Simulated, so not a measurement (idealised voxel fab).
Title: Process Module voxel self aligned vias
260 nm wide, 5 nm square cells: that's cross-section cut.
For the purposes of this document, a cross-section shall be understood as a grid of square cells, specified as bands listed in top-to-bottom order, each band consisting of one or more rows of cells. Band: top and bottom heights (nm) first, top before bottom; then materials from left to right, widths in nm. "all across" marks a sole material filling the band edge to edge. "air" denotes empty space. Heights are measured from 0, the level below which the as-received wafer is all one material; the lowest band has no bottom and continues downward, written as in "0 down". Width spec "30->40" -> top row of cells at first value, bottom row at second value, equal per-row change in between. "everything unchanged" means the step left every cell of the cross-section as it was. Voids not open to the top, 8 cells minimum: see "Enclosed internal cavities". Written width x height at distance; distance is from the left edge; nm. Past the settings on a step's line: simulator remark, on that step. "overlay nm", when on a step's line for a step with a mask, measures how far to the right of its planned place the mask lay; a negative measure means to the left. Reading guide: pairs of cross-sections, before and after one process step; after view cut off at lowest changed band; step and settings listed under each pair. Pairs may stem from different runs of this module on the same starting wafer; continuity with the pair above only where the "Pre-step profile" entry states it.

### Pre-step profile
	40 to 25 | lowk: 90; TiN: 5; SiN: 10; TiN: 5; lowk: 40; TiN: 5; SiN: 10; TiN: 5; lowk: 90
	25 to 20 | lowk: 90; TiN: 20; lowk: 40; TiN: 20; lowk: 90
	20 to 15 | SiCN all across
	15 to 0 | SiO2 all across
	0 down | Si all across
	Enclosed internal cavities: none

### State After Step
	40 to 30 | lowk: 90; air: 5; SiN: 10; air: 5; lowk: 40; air: 5; SiN: 10; air: 5; lowk: 90
	At heights below 30, the structure remains unaltered.
	Enclosed internal cavities: none
The before and after cross-sections above are linked by op SELECTIVE_ETCH | etch materials W Ru TiN | depth nm 10

Pre-step profile: we pick up right where the pair above leaves off, with its after cross-section.

### State After Step
	45 to 40 | SiN all across
	40 to 30 | lowk: 90; SiN: 20; lowk: 40; SiN: 20; lowk: 90
	At heights below 30, the structure remains unaltered.
	Enclosed internal cavities: none
The before and after cross-sections above are linked by op FILL_DEP | material SiN | thk nm 5

Pre-step profile: we pick up right where the pair above leaves off, with its after cross-section.

### State After Step
	40 to 30 | lowk: 90; SiN: 20; lowk: 40; SiN: 20; lowk: 90
	At heights below 30, the structure remains unaltered.
	Enclosed internal cavities: none
The before and after cross-sections above are linked by op CMP | height nm 40

Pre-step profile: we pick up right where the pair above leaves off, with its after cross-section.

### State After Step
	60 to 40 | lowk all across
	At heights below 40, the structure remains unaltered.
	Enclosed internal cavities: none
The before and after cross-sections above are linked by op DIRECTIONAL_DEP | material lowk | thk nm 20

Pre-step profile: we pick up right where the pair above leaves off, with its after cross-section.

### State After Step
	60 to 40 | lowk: 80; air: 40; lowk: 140
	At heights below 40, the structure remains unaltered.
	Enclosed internal cavities: none
The before and after cross-sections above are linked by op MASKED_ETCH | tone open | mask id VIAS | width nm 40 | etch materials lowk | depth nm 20 | overlay nm 0

Pre-step profile: we pick up right where the pair above leaves off, with its after cross-section.

### State After Step
	60 to 40 | lowk: 80; air: 40; lowk: 140
	40 to 30 | lowk: 90; air: 20; lowk: 40; SiN: 20; lowk: 90
	At heights below 30, the structure remains unaltered.
	Enclosed internal cavities: none
The before and after cross-sections above are linked by op MASKED_ETCH | tone open | mask id VIAS | width nm 40 | etch materials SiN | depth nm 10 | overlay nm 0

Pre-step profile: we pick up right where the pair above leaves off, with its after cross-section.

### State After Step
	65 to 60 | TiN: 85; air: 30; TiN: 145
	60 to 45 | lowk: 80; TiN: 5; air: 30; TiN: 5; lowk: 140
	45 to 40 | lowk: 80; TiN: 15; air: 10; TiN: 15; lowk: 140
	40 to 35 | lowk: 90; TiN: 5; air: 10; TiN: 5; lowk: 40; SiN: 20; lowk: 90
	35 to 30 | lowk: 90; TiN: 20; lowk: 40; SiN: 20; lowk: 90
	At heights below 30, the structure remains unaltered.
	Enclosed internal cavities: none
The before and after cross-sections above are linked by op CONFORMAL_DEP | material TiN | thk nm 5

Pre-step profile: we pick up right where the pair above leaves off, with its after cross-section.

### State After Step
	75 to 65 | Cu all across
	65 to 60 | TiN: 85; Cu: 30; TiN: 145
	60 to 45 | lowk: 80; TiN: 5; Cu: 30; TiN: 5; lowk: 140
	45 to 40 | lowk: 80; TiN: 15; Cu: 10; TiN: 15; lowk: 140
	40 to 35 | lowk: 90; TiN: 5; Cu: 10; TiN: 5; lowk: 40; SiN: 20; lowk: 90
	At heights below 35, the structure remains unaltered.
	Enclosed internal cavities: none
The before and after cross-sections above are linked by op FILL_DEP | material Cu | thk nm 10

Pre-step profile: we pick up right where the pair above leaves off, with its after cross-section.

### State After Step
	60 to 45 | lowk: 80; TiN: 5; Cu: 30; TiN: 5; lowk: 140
	At heights below 45, the structure remains unaltered.
	Enclosed internal cavities: none
The before and after cross-sections above are linked by op CMP | height nm 60

Pre-step profile: we pick up right where the pair above leaves off, with its after cross-section.

### State After Step
	65 to 60 | SiCN all across
	At heights below 60, the structure remains unaltered.
	Enclosed internal cavities: none
The before and after cross-sections above are linked by op CONFORMAL_DEP | material SiCN | thk nm 5

### Pre-step profile
	60 to 40 | lowk all across
	40 to 30 | lowk: 90; SiN: 20; lowk: 40; SiN: 20; lowk: 90
	30 to 25 | lowk: 90; TiN: 5; Ru: 10; TiN: 5; lowk: 40; TiN: 5; Ru: 10; TiN: 5; lowk: 90
	25 to 20 | lowk: 90; TiN: 20; lowk: 40; TiN: 20; lowk: 90
	20 to 15 | SiCN all across
	15 to 0 | SiO2 all across
	0 down | Si all across
	Enclosed internal cavities: none

### State After Step
	60 to 40 | air: 80; lowk: 40; air: 140
	At heights below 40, the structure remains unaltered.
	Enclosed internal cavities: none
The before and after cross-sections above are linked by op MASKED_ETCH | tone cover | mask id VIAS | width nm 40 | etch materials lowk | depth nm 20 | overlay nm 0

Pre-step profile: we pick up right where the pair above leaves off, with its after cross-section.

### State After Step
	65 to 60 | air: 75; TiN: 50; air: 135
	60 to 45 | air: 75; TiN: 5; lowk: 40; TiN: 5; air: 135
	45 to 40 | TiN: 80; lowk: 40; TiN: 140
	At heights below 40, the structure remains unaltered.
	Enclosed internal cavities: none
The before and after cross-sections above are linked by op CONFORMAL_DEP | material TiN | thk nm 5

Pre-step profile: we pick up right where the pair above leaves off, with its after cross-section.

### State After Step
	75 to 65 | Cu all across
	65 to 60 | Cu: 75; TiN: 50; Cu: 135
	60 to 45 | Cu: 75; TiN: 5; lowk: 40; TiN: 5; Cu: 135
	At heights below 45, the structure remains unaltered.
	Enclosed internal cavities: none
The before and after cross-sections above are linked by op FILL_DEP | material Cu | thk nm 10

Pre-step profile: we pick up right where the pair above leaves off, with its after cross-section.

### State After Step
	60 to 45 | Cu: 75; TiN: 5; lowk: 40; TiN: 5; Cu: 135
	At heights below 45, the structure remains unaltered.
	Enclosed internal cavities: none
The before and after cross-sections above are linked by op CMP | height nm 60

Pre-step profile: we pick up right where the pair above leaves off, with its after cross-section.

### State After Step
	65 to 60 | SiCN all across
	At heights below 60, the structure remains unaltered.
	Enclosed internal cavities: none
The before and after cross-sections above are linked by op CONFORMAL_DEP | material SiCN | thk nm 5
